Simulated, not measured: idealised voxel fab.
Presented below is a process module, voxel lift off.
The figure presents cross-section cut, which has a width of 285 nm and is divided into square cells with an edge length of 5 nm.
Just so we're on the same page, the cross-sections are grids of square cells, and they're listed out in bands top to bottom, each band one or more rows deep. Band entry format. Leading values: height of top, height of bottom, nm. Remainder: materials in left-to-right order, each with its width in nm. Special words: "all across" on a single material, which then fills the band edge to edge; "air", empty space. Heights are reckoned from 0. Under this level, the received wafer is all of one material. The bottommost band is open-ended downward, for example "0..down". Width "30->40": first value at the band's top row of cells, second value at its bottom row, equal change from row to row. Key: "nothing got changed" - step with no changed cell in the cross-section. If an empty space has no open way to the top and is at least 8 cells in size, "Listed closed voids" lists it, written width x height at distance, where distance is measured from the left edge and every value is in nm. Where a step's line continues beyond its settings, the continuation is a remark by the simulator itself on that step. The setting "overlay nm" may be written on the line of a step. When the step uses a mask, the value reports how far to the right of the planned place the mask lay, and a negative value reports that it lay to the left.

**The steps planned for the process are as follows**
- 1: RECEIVE [material Si]
- 2: CONFORMAL_DEP [material Al2O3] [thk nm 5]
- 3: PATTERN [tone open] [mask id LINES] [material resist] [width nm 20] [pitch nm 50] [thk nm 20] [overlay nm 0]
- 4: DIRECTIONAL_DEP [material Ru] [thk nm 10]
- 5: STRIP [etch materials resist]
- 6: CONFORMAL_DEP [material SiN] [thk nm 5]

**Cross-section, incoming material, after step 1**
0..down | Si all across
Listed closed voids: none

**As-planned run: cross-section of the first of two wafers at end of module**
20..15 | air 50; SiN 30; air 20; SiN 30; air 20; SiN 30; air 20; SiN 30; air 55
15..10 | air 50; SiN 5; Ru 20; SiN 5; air 20; SiN 5; Ru 20; SiN 5; air 20; SiN 5; Ru 20; SiN 5; air 20; SiN 5; Ru 20; SiN 5; air 55
10..5 | SiN 55; Ru 20; SiN 30; Ru 20; SiN 30; Ru 20; SiN 30; Ru 20; SiN 60
5..0 | Al2O3 all across
0..down | Si all across
Listed closed voids: none

**Cross-section, second wafer: same start as the first, same plan as the first, one mistake in running it; taken at the end of the module**
10..5 | SiN all across
5..0 | Al2O3 all across
0..down | Si all across
Listed closed voids: none
In executing the process, a mistake was made relative to the plan: yeah, step 4 of the plan got skipped, never ran
Wafer comparison, final, in cells, second relative to first, materials more or fewer: Ru -32, SiN -16
